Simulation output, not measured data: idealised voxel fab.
process module | voxel self aligned vias
cross-section cut | 185 nm wide | cells 5 nm
A cross-section is a grid of square cells, given in bands from the top down. A band is one or more rows of cells.
Each band's line starts with the height of the band's top and of its bottom, in nm. Then come its materials from left to right, each with its width in nm. One material with "throughout" fills the band from edge to edge. "air" is empty space.
Height 0 is the level under which the wafer as received is all one material. The lowest band goes on downwards, as in "0 down".
A width such as "30 to 40" changes by the same amount from each row of cells to the next, from the band's top row to its bottom row.
"no change" after a step means that no cell of the cross-section changed.
closed voids: empty space of 8 cells or more with no open way to the top, each as width x height at its distance from the left edge, in nm
after a step's settings: what the simulator itself notes on the step
overlay nm, on a step with a mask: how far to the right of its planned place the mask lay; to the left if negative
plan
1 op RECEIVE | material Si
2 op CONFORMAL_DEP | material SiO2 | thk nm 15
3 op CONFORMAL_DEP | material SiCN | thk nm 5
4 op DIRECTIONAL_DEP | material SiO2 | thk nm 30
5 op DIRECTIONAL_DEP | material aC | thk nm 10
6 op PATTERN | tone open | mask id LINES | material resist | width nm 25 | pitch nm 50 | thk nm 25 | overlay nm 0
7 op DIRECTIONAL_ETCH | etch materials aC | depth nm 10
8 op STRIP | etch materials resist
9 op DIRECTIONAL_ETCH | etch materials SiO2 | depth nm 30
10 op STRIP | etch materials aC
11 op CONFORMAL_DEP | material TiN | thk nm 5
12 op FILL_DEP | material W | thk nm 5
13 op CMP | height nm 50
14 op SELECTIVE_ETCH | etch materials W Ru TiN | depth nm 5
15 op FILL_DEP | material SiN | thk nm 10
16 op CMP | height nm 50
17 op DIRECTIONAL_DEP | material SiO2 | thk nm 15
18 op MASKED_ETCH | tone open | mask id VIAS | width nm 35 | etch materials SiO2 | depth nm 15 | overlay nm 0
19 op MASKED_ETCH | tone open | mask id VIAS | width nm 35 | etch materials SiN | depth nm 5 | overlay nm 0
20 op CONFORMAL_DEP | material TiN | thk nm 5
21 op FILL_DEP | material Cu | thk nm 10
22 op CMP | height nm 65
23 op CONFORMAL_DEP | material SiCN | thk nm 5
first wafer, as planned
as received, after step 1
  0 down: Si throughout
  closed voids: none
after step 2
  15 to 0: SiO2 throughout
  below 0: unchanged
after step 3
  20 to 15: SiCN throughout
  below 15: unchanged
after step 4
  50 to 20: SiO2 throughout
  below 20: unchanged
after step 5
  60 to 50: aC throughout
  below 50: unchanged
after step 6
  85 to 60: resist 55 | air 25 | resist 25 | air 25 | resist 55
  below 60: unchanged
after step 7
  75 to 60: resist 55 | air 25 | resist 25 | air 25 | resist 55
  60 to 50: aC 55 | air 25 | aC 25 | air 25 | aC 55
  below 50: unchanged
after step 8
  60 to 50: aC 55 | air 25 | aC 25 | air 25 | aC 55
  below 50: unchanged
after step 9
  60 to 50: aC 55 | air 25 | aC 25 | air 25 | aC 55
  50 to 20: SiO2 55 | air 25 | SiO2 25 | air 25 | SiO2 55
  below 20: unchanged
after step 10
  50 to 20: SiO2 55 | air 25 | SiO2 25 | air 25 | SiO2 55
  below 20: unchanged
after step 11
  55 to 50: TiN 60 | air 15 | TiN 35 | air 15 | TiN 60
  50 to 25: SiO2 55 | TiN 5 | air 15 | TiN 5 | SiO2 25 | TiN 5 | air 15 | TiN 5 | SiO2 55
  25 to 20: SiO2 55 | TiN 25 | SiO2 25 | TiN 25 | SiO2 55
  below 20: unchanged
after step 12
  60 to 55: W throughout
  55 to 50: TiN 60 | W 15 | TiN 35 | W 15 | TiN 60
  50 to 25: SiO2 55 | TiN 5 | W 15 | TiN 5 | SiO2 25 | TiN 5 | W 15 | TiN 5 | SiO2 55
  below 25: unchanged
after step 13
  50 to 25: SiO2 55 | TiN 5 | W 15 | TiN 5 | SiO2 25 | TiN 5 | W 15 | TiN 5 | SiO2 55
  below 25: unchanged
after step 14
  50 to 45: SiO2 55 | air 25 | SiO2 25 | air 25 | SiO2 55
  below 45: unchanged
after step 15
  60 to 50: SiN throughout
  50 to 45: SiO2 55 | SiN 25 | SiO2 25 | SiN 25 | SiO2 55
  below 45: unchanged
after step 16
  50 to 45: SiO2 55 | SiN 25 | SiO2 25 | SiN 25 | SiO2 55
  below 45: unchanged
after step 17
  65 to 50: SiO2 throughout
  below 50: unchanged
after step 18
  65 to 50: SiO2 50 | air 35 | SiO2 100
  below 50: unchanged
after step 19
  65 to 50: SiO2 50 | air 35 | SiO2 100
  50 to 45: SiO2 55 | air 25 | SiO2 25 | SiN 25 | SiO2 55
  below 45: unchanged
after step 20
  70 to 65: TiN 55 | air 25 | TiN 105
  65 to 55: SiO2 50 | TiN 5 | air 25 | TiN 5 | SiO2 100
  55 to 50: SiO2 50 | TiN 10 | air 15 | TiN 10 | SiO2 100
  50 to 45: SiO2 55 | TiN 25 | SiO2 25 | SiN 25 | SiO2 55
  below 45: unchanged
after step 21
  80 to 70: Cu throughout
  70 to 65: TiN 55 | Cu 25 | TiN 105
  65 to 55: SiO2 50 | TiN 5 | Cu 25 | TiN 5 | SiO2 100
  55 to 50: SiO2 50 | TiN 10 | Cu 15 | TiN 10 | SiO2 100
  below 50: unchanged
after step 22
  65 to 55: SiO2 50 | TiN 5 | Cu 25 | TiN 5 | SiO2 100
  below 55: unchanged
after step 23
  70 to 65: SiCN throughout
  below 65: unchanged
second wafer: like start, like plan, one mistake. Through step 1 it matches the first wafer
when step 2 should have ended
  5 to 0: SiCN throughout
  below 0: unchanged
when step 3 should have ended
  20 to 5: SiO2 throughout
  below 5: unchanged
when step 4 should have ended
  50 to 5: SiO2 throughout
  below 5: unchanged
when step 5 should have ended
  60 to 50: aC throughout
  below 50: unchanged
when step 6 should have ended
  85 to 60: resist 55 | air 25 | resist 25 | air 25 | resist 55
  below 60: unchanged
when step 7 should have ended
  75 to 60: resist 55 | air 25 | resist 25 | air 25 | resist 55
  60 to 50: aC 55 | air 25 | aC 25 | air 25 | aC 55
  below 50: unchanged
when step 8 should have ended
  60 to 50: aC 55 | air 25 | aC 25 | air 25 | aC 55
  below 50: unchanged
when step 9 should have ended
  60 to 50: aC 55 | air 25 | aC 25 | air 25 | aC 55
  50 to 20: SiO2 55 | air 25 | SiO2 25 | air 25 | SiO2 55
  below 20: unchanged
when step 10 should have ended
  50 to 20: SiO2 55 | air 25 | SiO2 25 | air 25 | SiO2 55
  below 20: unchanged
when step 11 should have ended
  55 to 50: TiN 60 | air 15 | TiN 35 | air 15 | TiN 60
  50 to 25: SiO2 55 | TiN 5 | air 15 | TiN 5 | SiO2 25 | TiN 5 | air 15 | TiN 5 | SiO2 55
  25 to 20: SiO2 55 | TiN 25 | SiO2 25 | TiN 25 | SiO2 55
  below 20: unchanged
when step 12 should have ended
  60 to 55: W throughout
  55 to 50: TiN 60 | W 15 | TiN 35 | W 15 | TiN 60
  50 to 25: SiO2 55 | TiN 5 | W 15 | TiN 5 | SiO2 25 | TiN 5 | W 15 | TiN 5 | SiO2 55
  below 25: unchanged
when step 13 should have ended
  50 to 25: SiO2 55 | TiN 5 | W 15 | TiN 5 | SiO2 25 | TiN 5 | W 15 | TiN 5 | SiO2 55
  below 25: unchanged
when step 14 should have ended
  50 to 45: SiO2 55 | air 25 | SiO2 25 | air 25 | SiO2 55
  below 45: unchanged
when step 15 should have ended
  60 to 50: SiN throughout
  50 to 45: SiO2 55 | SiN 25 | SiO2 25 | SiN 25 | SiO2 55
  below 45: unchanged
when step 16 should have ended
  50 to 45: SiO2 55 | SiN 25 | SiO2 25 | SiN 25 | SiO2 55
  below 45: unchanged
when step 17 should have ended
  65 to 50: SiO2 throughout
  below 50: unchanged
when step 18 should have ended
  65 to 50: SiO2 50 | air 35 | SiO2 100
  below 50: unchanged
when step 19 should have ended
  65 to 50: SiO2 50 | air 35 | SiO2 100
  50 to 45: SiO2 55 | air 25 | SiO2 25 | SiN 25 | SiO2 55
  below 45: unchanged
when step 20 should have ended
  70 to 65: TiN 55 | air 25 | TiN 105
  65 to 55: SiO2 50 | TiN 5 | air 25 | TiN 5 | SiO2 100
  55 to 50: SiO2 50 | TiN 10 | air 15 | TiN 10 | SiO2 100
  50 to 45: SiO2 55 | TiN 25 | SiO2 25 | SiN 25 | SiO2 55
  below 45: unchanged
when step 21 should have ended
  80 to 70: Cu throughout
  70 to 65: TiN 55 | Cu 25 | TiN 105
  65 to 55: SiO2 50 | TiN 5 | Cu 25 | TiN 5 | SiO2 100
  55 to 50: SiO2 50 | TiN 10 | Cu 15 | TiN 10 | SiO2 100
  below 50: unchanged
when step 22 should have ended
  65 to 55: SiO2 50 | TiN 5 | Cu 25 | TiN 5 | SiO2 100
  below 55: unchanged
when step 23 should have ended
  70 to 65: SiCN throughout
  below 65: unchanged
what went wrong: steps 2 and 3 were swapped
at the end the second wafer has, in cells: as many of each material as the first, in other places
